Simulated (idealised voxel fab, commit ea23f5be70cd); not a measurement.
Module name: voxel wiring stack (process module)
Section shown: cut. Width: 235 nm. Cell size: 5 nm, square.
Cross-section format: a grid of square cells, given as bands from top to bottom; each band is one or more rows of cells. Band entry format. Leading values: height of top, height of bottom, nm. Remainder: materials in left-to-right order, each with its width in nm. Special words: "throughout" on a single material, which then fills the band edge to edge; "empty", empty space. It should be noted that heights are counted from 0, beneath which the wafer as supplied is of one material throughout, and that the lowest band possesses no lower boundary but continues downward, as written in "0 down". The width entry "30->40" should be interpreted row by row: the top row of cells in the band takes the first number, the bottom row takes the second number, and the change between adjacent rows is uniform throughout. Basically "no alterations made" means that step didn't change any cell in the cross-section. Entry "Enclosed void catalog" = empty spaces >= 8 cells with no open way to the top; each as width x height at distance, distance from left edge, all nm. Past the settings on a step's line: simulator remark, on that step. "overlay nm" on a masked step: distance the mask lay right of its planned place, negative for left. The remainder of this document consists of a sequence of paired cross-sections. Each pair presents the cross-section prior to one process step together with the cross-section following it, the latter being rendered only as deep as the lowest band that underwent change. The intervening step, together with its settings, is stated beneath each pair. Because the pairs may originate from different runs of this module on the same starting wafer, a given pair is to be read as continuing from the preceding pair only where its entry headed "Cross-section, before" so indicates.
Cross-section, before
* 90 to 70 = 85 of SiO2 | 20 of empty | 20 of SiO2 | 20 of empty | 90 of SiO2
* 70 to 65 = 85 of SiCN | 20 of empty | 20 of SiCN | 20 of empty | 90 of SiCN
* 65 to 50 = 85 of SiO2 | 5 of TiN | 5 of W | 5 of TiN | 25 of SiO2 | 5 of TiN | 5 of W | 5 of TiN | 95 of SiO2
* 50 to 45 = 85 of SiCN | 15 of TiN | 25 of SiCN | 15 of TiN | 95 of SiCN
* 45 to 20 = 85 of lowk | 20 of W | 20 of lowk | 20 of W | 90 of lowk
* 20 to 5 = SiO2 throughout
* 5 to 0 = TiN throughout
* 0 down = Si throughout
* Enclosed void catalog: none
Resulting Cross-Section
* 95 to 90 = 90 of TiN | 10 of empty | 30 of TiN | 10 of empty | 95 of TiN
* 90 to 70 = 85 of SiO2 | 5 of TiN | 10 of empty | 5 of TiN | 20 of SiO2 | 5 of TiN | 10 of empty | 5 of TiN | 90 of SiO2
* 70 to 65 = 85 of SiCN | 20 of TiN | 20 of SiCN | 20 of TiN | 90 of SiCN
* Beneath the level 65, the cross-section is identical to its previous state.
* Enclosed void catalog: none
Step, pre vs post cross-sections above: CONFORMAL_DEP (material TiN; thk nm 5)
Cross-section, before: unchanged from the after cross-section in the pair immediately above; refer to that figure.
Resulting Cross-Section
* 105 to 95 = Cu throughout
* 95 to 90 = 90 of TiN | 10 of Cu | 30 of TiN | 10 of Cu | 95 of TiN
* 90 to 70 = 85 of SiO2 | 5 of TiN | 10 of Cu | 5 of TiN | 20 of SiO2 | 5 of TiN | 10 of Cu | 5 of TiN | 90 of SiO2
* Beneath the level 70, the cross-section is identical to its previous state.
* Enclosed void catalog: none
Step, pre vs post cross-sections above: FILL_DEP (material Cu; thk nm 10)
Cross-section, before: unchanged from the after cross-section in the pair immediately above; refer to that figure.
Resulting Cross-Section
* 90 to 70 = 85 of SiO2 | 5 of TiN | 10 of Cu | 5 of TiN | 20 of SiO2 | 5 of TiN | 10 of Cu | 5 of TiN | 90 of SiO2
* Beneath the level 70, the cross-section is identical to its previous state.
* Enclosed void catalog: none
Step, pre vs post cross-sections above: CMP (height nm 90)
Cross-section, before: unchanged from the after cross-section in the pair immediately above; refer to that figure.
Resulting Cross-Section
* 95 to 90 = 80 of empty | 30 of Ru | 10 of empty | 30 of Ru | 85 of empty
* Beneath the level 90, the cross-section is identical to its previous state.
* Enclosed void catalog: none
Step, pre vs post cross-sections above: EPI (material Ru; thk nm 5)
Cross-section, before: unchanged from the after cross-section in the pair immediately above; refer to that figure.
Resulting Cross-Section
* 100 to 95 = SiCN throughout
* 95 to 90 = 80 of SiCN | 30 of Ru | 10 of SiCN | 30 of Ru | 85 of SiCN
* Beneath the level 90, the cross-section is identical to its previous state.
* Enclosed void catalog: none
Step, pre vs post cross-sections above: FILL_DEP (material SiCN; thk nm 5)
Cross-section, before: unchanged from the after cross-section in the pair immediately above; refer to that figure.
Resulting Cross-Section
* 130 to 100 = lowk throughout
* Beneath the level 100, the cross-section is identical to its previous state.
* Enclosed void catalog: none
Step, pre vs post cross-sections above: DIRECTIONAL_DEP (material lowk; thk nm 30)
Cross-section, before: unchanged from the after cross-section in the pair immediately above; refer to that figure.
Resulting Cross-Section
* 150 to 130 = 85 of resist | 20 of empty | 20 of resist | 20 of empty | 90 of resist
* Beneath the level 130, the cross-section is identical to its previous state.
* Enclosed void catalog: none
Step, pre vs post cross-sections above: PATTERN (tone open; mask id METAL_3; material resist; width nm 20; pitch nm 40; thk nm 20; overlay nm 0)
Cross-section, before: unchanged from the after cross-section in the pair immediately above; refer to that figure.
Resulting Cross-Section
* 150 to 130 = 85 of resist | 20 of empty | 20 of resist | 20 of empty | 90 of resist
* 130 to 110 = 85 of lowk | 20 of empty | 20 of lowk | 20 of empty | 90 of lowk
* Beneath the level 110, the cross-section is identical to its previous state.
* Enclosed void catalog: none
Step, pre vs post cross-sections above: DIRECTIONAL_ETCH (etch materials lowk; depth nm 20)
Cross-section, before: unchanged from the after cross-section in the pair immediately above; refer to that figure.
Resulting Cross-Section
* 130 to 110 = 85 of lowk | 20 of empty | 20 of lowk | 20 of empty | 90 of lowk
* Beneath the level 110, the cross-section is identical to its previous state.
* Enclosed void catalog: none
Step, pre vs post cross-sections above: STRIP (etch materials resist)
Cross-section, before: unchanged from the after cross-section in the pair immediately above; refer to that figure.
Resulting Cross-Section
* 140 to 130 = 85 of aC | 20 of empty | 20 of aC | 20 of empty | 90 of aC
* 130 to 120 = 85 of lowk | 20 of empty | 20 of lowk | 20 of empty | 90 of lowk
* 120 to 110 = 85 of lowk | 20 of aC | 20 of lowk | 20 of aC | 90 of lowk
* Beneath the level 110, the cross-section is identical to its previous state.
* Enclosed void catalog: none
Step, pre vs post cross-sections above: DIRECTIONAL_DEP (material aC; thk nm 10)
Cross-section, before: unchanged from the after cross-section in the pair immediately above; refer to that figure.
Resulting Cross-Section
* 165 to 140 = 85 of resist | 15 of empty | 135 of resist
* 140 to 130 = 85 of aC | 15 of empty | 5 of resist | 20 of aC | 20 of resist | 90 of aC
* 130 to 120 = 85 of lowk | 15 of empty | 5 of resist | 20 of lowk | 20 of resist | 90 of lowk
* Beneath the level 120, the cross-section is identical to its previous state.
* Enclosed void catalog: none
Step, pre vs post cross-sections above: PATTERN (tone open; mask id METAL_3_HOLES; material resist; width nm 15; thk nm 25; overlay nm 0)
Cross-section, before: unchanged from the after cross-section in the pair immediately above; refer to that figure.
Resulting Cross-Section
* 155 to 140 = 85 of resist | 15 of empty | 135 of resist
* 140 to 130 = 85 of aC | 15 of empty | 5 of resist | 20 of aC | 20 of resist | 90 of aC
* 130 to 120 = 85 of lowk | 15 of empty | 5 of resist | 20 of lowk | 20 of resist | 90 of lowk
* 120 to 110 = 85 of lowk | 15 of empty | 5 of aC | 20 of lowk | 20 of aC | 90 of lowk
* Beneath the level 110, the cross-section is identical to its previous state.
* Enclosed void catalog: none
Step, pre vs post cross-sections above: DIRECTIONAL_ETCH (etch materials aC; depth nm 10)
Cross-section, before: unchanged from the after cross-section in the pair immediately above; refer to that figure.
Resulting Cross-Section
* 140 to 130 = 85 of aC | 20 of empty | 20 of aC | 20 of empty | 90 of aC
* 130 to 120 = 85 of lowk | 20 of empty | 20 of lowk | 20 of empty | 90 of lowk
* Beneath the level 120, the cross-section is identical to its previous state.
* Enclosed void catalog: none
Step, pre vs post cross-sections above: STRIP (etch materials resist)
Cross-section, before: unchanged from the after cross-section in the pair immediately above; refer to that figure.
Resulting Cross-Section
* 140 to 130 = 85 of aC | 20 of empty | 20 of aC | 20 of empty | 90 of aC
* 130 to 120 = 85 of lowk | 20 of empty | 20 of lowk | 20 of empty | 90 of lowk
* 120 to 110 = 85 of lowk | 15 of empty | 5 of aC | 20 of lowk | 20 of aC | 90 of lowk
* 110 to 100 = 85 of lowk | 15 of empty | 135 of lowk
* Beneath the level 100, the cross-section is identical to its previous state.
* Enclosed void catalog: none
Step, pre vs post cross-sections above: DIRECTIONAL_ETCH (etch materials lowk; depth nm 10)
Cross-section, before: unchanged from the after cross-section in the pair immediately above; refer to that figure.
Resulting Cross-Section
* 140 to 130 = 85 of aC | 20 of empty | 20 of aC | 20 of empty | 90 of aC
* 130 to 120 = 85 of lowk | 20 of empty | 20 of lowk | 20 of empty | 90 of lowk
* 120 to 110 = 85 of lowk | 15 of empty | 5 of aC | 20 of lowk | 20 of aC | 90 of lowk
* 110 to 100 = 85 of lowk | 15 of empty | 135 of lowk
* 100 to 95 = 85 of SiCN | 15 of empty | 135 of SiCN
* Beneath the level 95, the cross-section is identical to its previous state.
* Enclosed void catalog: none
Step, pre vs post cross-sections above: DIRECTIONAL_ETCH (etch materials SiCN; depth nm 5)
Cross-section, before: unchanged from the after cross-section in the pair immediately above; refer to that figure.
Resulting Cross-Section
* 130 to 110 = 85 of lowk | 20 of empty | 20 of lowk | 20 of empty | 90 of lowk
* Beneath the level 110, the cross-section is identical to its previous state.
* Enclosed void catalog: none
Step, pre vs post cross-sections above: STRIP (etch materials aC)
Cross-section, before: unchanged from the after cross-section in the pair immediately above; refer to that figure.
Resulting Cross-Section
* 135 to 130 = 90 of TiN | 10 of empty | 30 of TiN | 10 of empty | 95 of TiN
* 130 to 115 = 85 of lowk | 5 of TiN | 10 of empty | 5 of TiN | 20 of lowk | 5 of TiN | 10 of empty | 5 of TiN | 90 of lowk
* 115 to 110 = 85 of lowk | 5 of TiN | 5 of empty | 10 of TiN | 20 of lowk | 20 of TiN | 90 of lowk
* 110 to 100 = 85 of lowk | 5 of TiN | 5 of empty | 5 of TiN | 135 of lowk
* 100 to 95 = 85 of SiCN | 15 of TiN | 135 of SiCN
* Beneath the level 95, the cross-section is identical to its previous state.
* Enclosed void catalog: none
Step, pre vs post cross-sections above: CONFORMAL_DEP (material TiN; thk nm 5)
Cross-section, before: unchanged from the after cross-section in the pair immediately above; refer to that figure.
Resulting Cross-Section
* 140 to 135 = Ru throughout
* 135 to 130 = 90 of TiN | 10 of Ru | 30 of TiN | 10 of Ru | 95 of TiN
* 130 to 115 = 85 of lowk | 5 of TiN | 10 of Ru | 5 of TiN | 20 of lowk | 5 of TiN | 10 of Ru | 5 of TiN | 90 of lowk
* 115 to 110 = 85 of lowk | 5 of TiN | 5 of Ru | 10 of TiN | 20 of lowk | 20 of TiN | 90 of lowk
* 110 to 100 = 85 of lowk | 5 of TiN | 5 of Ru | 5 of TiN | 135 of lowk
* Beneath the level 100, the cross-section is identical to its previous state.
* Enclosed void catalog: none
Step, pre vs post cross-sections above: FILL_DEP (material Ru; thk nm 5)
Cross-section, before: unchanged from the after cross-section in the pair immediately above; refer to that figure.
Resulting Cross-Section
* 130 to 115 = 85 of lowk | 5 of TiN | 10 of Ru | 5 of TiN | 20 of lowk | 5 of TiN | 10 of Ru | 5 of TiN | 90 of lowk
* Beneath the level 115, the cross-section is identical to its previous state.
* Enclosed void catalog: none
Step, pre vs post cross-sections above: CMP (height nm 130)
Cross-section, before: unchanged from the after cross-section in the pair immediately above; refer to that figure.
Resulting Cross-Section
* 135 to 130 = SiCN throughout
* Beneath the level 130, the cross-section is identical to its previous state.
* Enclosed void catalog: none
Step, pre vs post cross-sections above: CONFORMAL_DEP (material SiCN; thk nm 5)
Cross-section, before: unchanged from the after cross-section in the pair immediately above; refer to that figure.
Resulting Cross-Section
* 145 to 135 = lowk throughout
* Beneath the level 135, the cross-section is identical to its previous state.
* Enclosed void catalog: none
Step, pre vs post cross-sections above: DIRECTIONAL_DEP (material lowk; thk nm 10)
Cross-section, before: unchanged from the after cross-section in the pair immediately above; refer to that figure.
Resulting Cross-Section
* 155 to 145 = aC throughout
* Beneath the level 145, the cross-section is identical to its previous state.
* Enclosed void catalog: none
Step, pre vs post cross-sections above: DIRECTIONAL_DEP (material aC; thk nm 10)
Cross-section, before: unchanged from the after cross-section in the pair immediately above; refer to that figure.
Resulting Cross-Section
* 180 to 155 = 85 of resist | 15 of empty | 25 of resist | 15 of empty | 95 of resist
* Beneath the level 155, the cross-section is identical to its previous state.
* Enclosed void catalog: none
Step, pre vs post cross-sections above: PATTERN (tone open; mask id PLUG_3; material resist; width nm 15; pitch nm 40; thk nm 25; overlay nm 0)
Cross-section, before: unchanged from the after cross-section in the pair immediately above; refer to that figure.
Resulting Cross-Section
* 170 to 155 = 85 of resist | 15 of empty | 25 of resist | 15 of empty | 95 of resist
* 155 to 145 = 85 of aC | 15 of empty | 25 of aC | 15 of empty | 95 of aC
* Beneath the level 145, the cross-section is identical to its previous state.
* Enclosed void catalog: none
Step, pre vs post cross-sections above: DIRECTIONAL_ETCH (etch materials aC; depth nm 10)
Cross-section, before: unchanged from the after cross-section in the pair immediately above; refer to that figure.
Resulting Cross-Section
* 155 to 145 = 85 of aC | 15 of empty | 25 of aC | 15 of empty | 95 of aC
* Beneath the level 145, the cross-section is identical to its previous state.
* Enclosed void catalog: none
Step, pre vs post cross-sections above: STRIP (etch materials resist)
Cross-section, before: unchanged from the after cross-section in the pair immediately above; refer to that figure.
Resulting Cross-Section
* 155 to 145 = 85 of aC | 15 of empty | 25 of aC | 15 of empty | 95 of aC
* 145 to 135 = 85 of lowk | 15 of empty | 25 of lowk | 15 of empty | 95 of lowk
* Beneath the level 135, the cross-section is identical to its previous state.
* Enclosed void catalog: none
Step, pre vs post cross-sections above: DIRECTIONAL_ETCH (etch materials lowk; depth nm 10)
Cross-section, before: unchanged from the after cross-section in the pair immediately above; refer to that figure.
Resulting Cross-Section
* 155 to 145 = 85 of aC | 15 of empty | 25 of aC | 15 of empty | 95 of aC
* 145 to 135 = 85 of lowk | 15 of empty | 25 of lowk | 15 of empty | 95 of lowk
* 135 to 130 = 85 of SiCN | 15 of empty | 25 of SiCN | 15 of empty | 95 of SiCN
* Beneath the level 130, the cross-section is identical to its previous state.
* Enclosed void catalog: none
Step, pre vs post cross-sections above: DIRECTIONAL_ETCH (etch materials SiCN; depth nm 5)
Cross-section, before: unchanged from the after cross-section in the pair immediately above; refer to that figure.
Resulting Cross-Section
* 145 to 135 = 85 of lowk | 15 of empty | 25 of lowk | 15 of empty | 95 of lowk
* Beneath the level 135, the cross-section is identical to its previous state.
* Enclosed void catalog: none
Step, pre vs post cross-sections above: STRIP (etch materials aC)
Cross-section, before: unchanged from the after cross-section in the pair immediately above; refer to that figure.
Resulting Cross-Section
* 150 to 145 = 90 of TiN | 5 of empty | 35 of TiN | 5 of empty | 100 of TiN
* 145 to 135 = 85 of lowk | 5 of TiN | 5 of empty | 5 of TiN | 25 of lowk | 5 of TiN | 5 of empty | 5 of TiN | 95 of lowk
* 135 to 130 = 85 of SiCN | 15 of TiN | 25 of SiCN | 15 of TiN | 95 of SiCN
* Beneath the level 130, the cross-section is identical to its previous state.
* Enclosed void catalog: none
Step, pre vs post cross-sections above: CONFORMAL_DEP (material TiN; thk nm 5)
Cross-section, before: unchanged from the after cross-section in the pair immediately above; refer to that figure.
Resulting Cross-Section
* 155 to 150 = Cu throughout
* 150 to 145 = 90 of TiN | 5 of Cu | 35 of TiN | 5 of Cu | 100 of TiN
* 145 to 135 = 85 of lowk | 5 of TiN | 5 of Cu | 5 of TiN | 25 of lowk | 5 of TiN | 5 of Cu | 5 of TiN | 95 of lowk
* Beneath the level 135, the cross-section is identical to its previous state.
* Enclosed void catalog: none
Step, pre vs post cross-sections above: FILL_DEP (material Cu; thk nm 5)
Cross-section, before: unchanged from the after cross-section in the pair immediately above; refer to that figure.
Resulting Cross-Section
* 145 to 135 = 85 of lowk | 5 of TiN | 5 of Cu | 5 of TiN | 25 of lowk | 5 of TiN | 5 of Cu | 5 of TiN | 95 of lowk
* Beneath the level 135, the cross-section is identical to its previous state.
* Enclosed void catalog: none
Step, pre vs post cross-sections above: CMP (height nm 145)
Cross-section, before: unchanged from the after cross-section in the pair immediately above; refer to that figure.
Resulting Cross-Section
* 150 to 145 = TiN throughout
* Beneath the level 145, the cross-section is identical to its previous state.
* Enclosed void catalog: none
Step, pre vs post cross-sections above: DIRECTIONAL_DEP (material TiN; thk nm 5)
Cross-section, before: unchanged from the after cross-section in the pair immediately above; refer to that figure.
Resulting Cross-Section
* 165 to 150 = Ru throughout
* Beneath the level 150, the cross-section is identical to its previous state.
* Enclosed void catalog: none
Step, pre vs post cross-sections above: DIRECTIONAL_DEP (material Ru; thk nm 15)
Cross-section, before: unchanged from the after cross-section in the pair immediately above; refer to that figure.
Resulting Cross-Section
* 175 to 165 = aC throughout
* Beneath the level 165, the cross-section is identical to its previous state.
* Enclosed void catalog: none
Step, pre vs post cross-sections above: DIRECTIONAL_DEP (material aC; thk nm 10)
Cross-section, before: unchanged from the after cross-section in the pair immediately above; refer to that figure.
Resulting Cross-Section
* 205 to 175 = 85 of empty | 20 of resist | 20 of empty | 20 of resist | 90 of empty
* Beneath the level 175, the cross-section is identical to its previous state.
* Enclosed void catalog: none
Step, pre vs post cross-sections above: PATTERN (tone cover; mask id METAL_4; material resist; width nm 20; pitch nm 40; thk nm 30; overlay nm 0)
Cross-section, before: unchanged from the after cross-section in the pair immediately above; refer to that figure.
Resulting Cross-Section
* 195 to 175 = 85 of empty | 20 of resist | 20 of empty | 20 of resist | 90 of empty
* 175 to 165 = 85 of empty | 20 of aC | 20 of empty | 20 of aC | 90 of empty
* Beneath the level 165, the cross-section is identical to its previous state.
* Enclosed void catalog: none
Step, pre vs post cross-sections above: DIRECTIONAL_ETCH (etch materials aC; depth nm 10)
Cross-section, before: unchanged from the after cross-section in the pair immediately above; refer to that figure.
Resulting Cross-Section
* 175 to 165 = 85 of empty | 20 of aC | 20 of empty | 20 of aC | 90 of empty
* Beneath the level 165, the cross-section is identical to its previous state.
* Enclosed void catalog: none
Step, pre vs post cross-sections above: STRIP (etch materials resist)
Cross-section, before: unchanged from the after cross-section in the pair immediately above; refer to that figure.
Resulting Cross-Section
* 175 to 165 = 85 of empty | 20 of aC | 20 of empty | 20 of aC | 90 of empty
* 165 to 150 = 85 of empty | 20 of Ru | 20 of empty | 20 of Ru | 90 of empty
* Beneath the level 150, the cross-section is identical to its previous state.
* Enclosed void catalog: none
Step, pre vs post cross-sections above: DIRECTIONAL_ETCH (etch materials Ru; depth nm 15)
Cross-section, before: unchanged from the after cross-section in the pair immediately above; refer to that figure.
Resulting Cross-Section
* 175 to 165 = 85 of empty | 20 of aC | 20 of empty | 20 of aC | 90 of empty
* 165 to 150 = 85 of empty | 20 of Ru | 20 of empty | 20 of Ru | 90 of empty
* 150 to 145 = 85 of empty | 20 of TiN | 20 of empty | 20 of TiN | 90 of empty
* Beneath the level 145, the cross-section is identical to its previous state.
* Enclosed void catalog: none
Step, pre vs post cross-sections above: DIRECTIONAL_ETCH (etch materials TiN; depth nm 5)
Cross-section, before: unchanged from the after cross-section in the pair immediately above; refer to that figure.
Resulting Cross-Section
* 165 to 150 = 85 of empty | 20 of Ru | 20 of empty | 20 of Ru | 90 of empty
* Beneath the level 150, the cross-section is identical to its previous state.
* Enclosed void catalog: none
Step, pre vs post cross-sections above: STRIP (etch materials aC)
Cross-section, before: unchanged from the after cross-section in the pair immediately above; refer to that figure.
Resulting Cross-Section
* 170 to 165 = 80 of empty | 30 of SiN | 10 of empty | 30 of SiN | 85 of empty
* 165 to 150 = 80 of empty | 5 of SiN | 20 of Ru | 5 of SiN | 10 of empty | 5 of SiN | 20 of Ru | 5 of SiN | 85 of empty
* 150 to 145 = 85 of SiN | 20 of TiN | 20 of SiN | 20 of TiN | 90 of SiN
* Beneath the level 145, the cross-section is identical to its previous state.
* Enclosed void catalog: none
Step, pre vs post cross-sections above: CONFORMAL_DEP (material SiN; thk nm 5)
Cross-section, before: unchanged from the after cross-section in the pair immediately above; refer to that figure.
Resulting Cross-Section
* 180 to 170 = SiO2 throughout
* 170 to 165 = 80 of SiO2 | 30 of SiN | 10 of SiO2 | 30 of SiN | 85 of SiO2
* 165 to 150 = 80 of SiO2 | 5 of SiN | 20 of Ru | 5 of SiN | 10 of SiO2 | 5 of SiN | 20 of Ru | 5 of SiN | 85 of SiO2
* Beneath the level 150, the cross-section is identical to its previous state.
* Enclosed void catalog: none
Step, pre vs post cross-sections above: FILL_DEP (material SiO2; thk nm 10)
Cross-section, before: unchanged from the after cross-section in the pair immediately above; refer to that figure.
Resulting Cross-Section
* 165 to 150 = 80 of SiO2 | 5 of SiN | 20 of Ru | 5 of SiN | 10 of SiO2 | 5 of SiN | 20 of Ru | 5 of SiN | 85 of SiO2
* Beneath the level 150, the cross-section is identical to its previous state.
* Enclosed void catalog: none
Step, pre vs post cross-sections above: CMP (height nm 165)
Cross-section, before: unchanged from the after cross-section in the pair immediately above; refer to that figure.
Resulting Cross-Section
* 170 to 165 = SiCN throughout
* Beneath the level 165, the cross-section is identical to its previous state.
* Enclosed void catalog: none
Step, pre vs post cross-sections above: CONFORMAL_DEP (material SiCN; thk nm 5)
Cross-section, before
* 80 to 70 = W throughout
* 70 to 65 = 90 of TiN | 5 of W | 35 of TiN | 5 of W | 100 of TiN
* 65 to 50 = 85 of SiO2 | 5 of TiN | 5 of W | 5 of TiN | 25 of SiO2 | 5 of TiN | 5 of W | 5 of TiN | 95 of SiO2
* 50 to 45 = 85 of SiCN | 15 of TiN | 25 of SiCN | 15 of TiN | 95 of SiCN
* 45 to 20 = 85 of lowk | 20 of W | 20 of lowk | 20 of W | 90 of lowk
* 20 to 15 = 85 of lowk | 20 of TiN | 20 of lowk | 20 of TiN | 90 of lowk
* 15 to 0 = SiO2 throughout
* 0 down = Si throughout
* Enclosed void catalog: none
Resulting Cross-Section
* 75 to 70 = W throughout
* Beneath the level 70, the cross-section is identical to its previous state.
* Enclosed void catalog: none
Step, pre vs post cross-sections above: CMP (height nm 75)
Cross-section, before: unchanged from the after cross-section in the pair immediately above; refer to that figure.
Resulting Cross-Section
* 80 to 75 = SiCN throughout
* Beneath the level 75, the cross-section is identical to its previous state.
* Enclosed void catalog: none
Step, pre vs post cross-sections above: CONFORMAL_DEP (material SiCN; thk nm 5)
Cross-section, before: unchanged from the after cross-section in the pair immediately above; refer to that figure.
Resulting Cross-Section
* 100 to 80 = SiO2 throughout
* Beneath the level 80, the cross-section is identical to its previous state.
* Enclosed void catalog: none
Step, pre vs post cross-sections above: DIRECTIONAL_DEP (material SiO2; thk nm 20)
Cross-section, before: unchanged from the after cross-section in the pair immediately above; refer to that figure.
Resulting Cross-Section
* 115 to 100 = 85 of resist | 20 of empty | 20 of resist | 20 of empty | 90 of resist
* Beneath the level 100, the cross-section is identical to its previous state.
* Enclosed void catalog: none
Step, pre vs post cross-sections above: PATTERN (tone open; mask id METAL_2; material resist; width nm 20; pitch nm 40; thk nm 15; overlay nm 0)
Cross-section, before: unchanged from the after cross-section in the pair immediately above; refer to that figure.
Resulting Cross-Section
* 115 to 100 = 85 of resist | 20 of empty | 20 of resist | 20 of empty | 90 of resist
* 100 to 80 = 85 of SiO2 | 20 of empty | 20 of SiO2 | 20 of empty | 90 of SiO2
* Beneath the level 80, the cross-section is identical to its previous state.
* Enclosed void catalog: none
Step, pre vs post cross-sections above: DIRECTIONAL_ETCH (etch materials SiO2; depth nm 20)
Cross-section, before: unchanged from the after cross-section in the pair immediately above; refer to that figure.
Resulting Cross-Section
* 115 to 100 = 85 of resist | 20 of empty | 20 of resist | 20 of empty | 90 of resist
* 100 to 80 = 85 of SiO2 | 20 of empty | 20 of SiO2 | 20 of empty | 90 of SiO2
* 80 to 75 = 85 of SiCN | 20 of empty | 20 of SiCN | 20 of empty | 90 of SiCN
* Beneath the level 75, the cross-section is identical to its previous state.
* Enclosed void catalog: none
Step, pre vs post cross-sections above: DIRECTIONAL_ETCH (etch materials SiCN; depth nm 5)
Cross-section, before: unchanged from the after cross-section in the pair immediately above; refer to that figure.
Resulting Cross-Section
* 100 to 80 = 85 of SiO2 | 20 of empty | 20 of SiO2 | 20 of empty | 90 of SiO2
* Beneath the level 80, the cross-section is identical to its previous state.
* Enclosed void catalog: none
Step, pre vs post cross-sections above: STRIP (etch materials resist)
Cross-section, before: unchanged from the after cross-section in the pair immediately above; refer to that figure.
Resulting Cross-Section
* 105 to 100 = 90 of TiN | 10 of empty | 30 of TiN | 10 of empty | 95 of TiN
* 100 to 80 = 85 of SiO2 | 5 of TiN | 10 of empty | 5 of TiN | 20 of SiO2 | 5 of TiN | 10 of empty | 5 of TiN | 90 of SiO2
* 80 to 75 = 85 of SiCN | 20 of TiN | 20 of SiCN | 20 of TiN | 90 of SiCN
* Beneath the level 75, the cross-section is identical to its previous state.
* Enclosed void catalog: none
Step, pre vs post cross-sections above: CONFORMAL_DEP (material TiN; thk nm 5)
Cross-section, before: unchanged from the after cross-section in the pair immediately above; refer to that figure.
Resulting Cross-Section
* 115 to 105 = Cu throughout
* 105 to 100 = 90 of TiN | 10 of Cu | 30 of TiN | 10 of Cu | 95 of TiN
* 100 to 80 = 85 of SiO2 | 5 of TiN | 10 of Cu | 5 of TiN | 20 of SiO2 | 5 of TiN | 10 of Cu | 5 of TiN | 90 of SiO2
* Beneath the level 80, the cross-section is identical to its previous state.
* Enclosed void catalog: none
Step, pre vs post cross-sections above: FILL_DEP (material Cu; thk nm 10)
Cross-section, before: unchanged from the after cross-section in the pair immediately above; refer to that figure.
Resulting Cross-Section
* 90 to 80 = 85 of SiO2 | 5 of TiN | 10 of Cu | 5 of TiN | 20 of SiO2 | 5 of TiN | 10 of Cu | 5 of TiN | 90 of SiO2
* Beneath the level 80, the cross-section is identical to its previous state.
* Enclosed void catalog: none
Step, pre vs post cross-sections above: CMP (height nm 90)
Cross-section, before: unchanged from the after cross-section in the pair immediately above; refer to that figure.
Resulting Cross-Section
* 95 to 90 = 80 of empty | 30 of Ru | 10 of empty | 30 of Ru | 85 of empty
* Beneath the level 90, the cross-section is identical to its previous state.
* Enclosed void catalog: none
Step, pre vs post cross-sections above: EPI (material Ru; thk nm 5)
Cross-section, before: unchanged from the after cross-section in the pair immediately above; refer to that figure.
Resulting Cross-Section
* 100 to 95 = SiCN throughout
* 95 to 90 = 80 of SiCN | 30 of Ru | 10 of SiCN | 30 of Ru | 85 of SiCN
* Beneath the level 90, the cross-section is identical to its previous state.
* Enclosed void catalog: none
Step, pre vs post cross-sections above: FILL_DEP (material SiCN; thk nm 5)
Cross-section, before: unchanged from the after cross-section in the pair immediately above; refer to that figure.
Resulting Cross-Section
* 130 to 100 = lowk throughout
* Beneath the level 100, the cross-section is identical to its previous state.
* Enclosed void catalog: none
Step, pre vs post cross-sections above: DIRECTIONAL_DEP (material lowk; thk nm 30)
Cross-section, before: unchanged from the after cross-section in the pair immediately above; refer to that figure.
Resulting Cross-Section
* 150 to 130 = 85 of resist | 20 of empty | 20 of resist | 20 of empty | 90 of resist
* Beneath the level 130, the cross-section is identical to its previous state.
* Enclosed void catalog: none
Step, pre vs post cross-sections above: PATTERN (tone open; mask id METAL_3; material resist; width nm 20; pitch nm 40; thk nm 20; overlay nm 0)
Cross-section, before: unchanged from the after cross-section in the pair immediately above; refer to that figure.
Resulting Cross-Section
* 150 to 130 = 85 of resist | 20 of empty | 20 of resist | 20 of empty | 90 of resist
* 130 to 110 = 85 of lowk | 20 of empty | 20 of lowk | 20 of empty | 90 of lowk
* Beneath the level 110, the cross-section is identical to its previous state.
* Enclosed void catalog: none
Step, pre vs post cross-sections above: DIRECTIONAL_ETCH (etch materials lowk; depth nm 20)
Cross-section, before: unchanged from the after cross-section in the pair immediately above; refer to that figure.
Resulting Cross-Section
* 130 to 110 = 85 of lowk | 20 of empty | 20 of lowk | 20 of empty | 90 of lowk
* Beneath the level 110, the cross-section is identical to its previous state.
* Enclosed void catalog: none
Step, pre vs post cross-sections above: STRIP (etch materials resist)
Cross-section, before: unchanged from the after cross-section in the pair immediately above; refer to that figure.
Resulting Cross-Section
* 140 to 130 = 85 of aC | 20 of empty | 20 of aC | 20 of empty | 90 of aC
* 130 to 120 = 85 of lowk | 20 of empty | 20 of lowk | 20 of empty | 90 of lowk
* 120 to 110 = 85 of lowk | 20 of aC | 20 of lowk | 20 of aC | 90 of lowk
* Beneath the level 110, the cross-section is identical to its previous state.
* Enclosed void catalog: none
Step, pre vs post cross-sections above: DIRECTIONAL_DEP (material aC; thk nm 10)
Cross-section, before: unchanged from the after cross-section in the pair immediately above; refer to that figure.
Resulting Cross-Section
* 165 to 140 = 85 of resist | 15 of empty | 135 of resist
* 140 to 130 = 85 of aC | 15 of empty | 5 of resist | 20 of aC | 20 of resist | 90 of aC
* 130 to 120 = 85 of lowk | 15 of empty | 5 of resist | 20 of lowk | 20 of resist | 90 of lowk
* Beneath the level 120, the cross-section is identical to its previous state.
* Enclosed void catalog: none
Step, pre vs post cross-sections above: PATTERN (tone open; mask id METAL_3_HOLES; material resist; width nm 15; thk nm 25; overlay nm 0)
Cross-section, before: unchanged from the after cross-section in the pair immediately above; refer to that figure.
Resulting Cross-Section
* 155 to 140 = 85 of resist | 15 of empty | 135 of resist
* 140 to 130 = 85 of aC | 15 of empty | 5 of resist | 20 of aC | 20 of resist | 90 of aC
* 130 to 120 = 85 of lowk | 15 of empty | 5 of resist | 20 of lowk | 20 of resist | 90 of lowk
* 120 to 110 = 85 of lowk | 15 of empty | 5 of aC | 20 of lowk | 20 of aC | 90 of lowk
* Beneath the level 110, the cross-section is identical to its previous state.
* Enclosed void catalog: none
Step, pre vs post cross-sections above: DIRECTIONAL_ETCH (etch materials aC; depth nm 10)
Cross-section, before: unchanged from the after cross-section in the pair immediately above; refer to that figure.
Resulting Cross-Section
* 140 to 130 = 85 of aC | 20 of empty | 20 of aC | 20 of empty | 90 of aC
* 130 to 120 = 85 of lowk | 20 of empty | 20 of lowk | 20 of empty | 90 of lowk
* Beneath the level 120, the cross-section is identical to its previous state.
* Enclosed void catalog: none
Step, pre vs post cross-sections above: STRIP (etch materials resist)
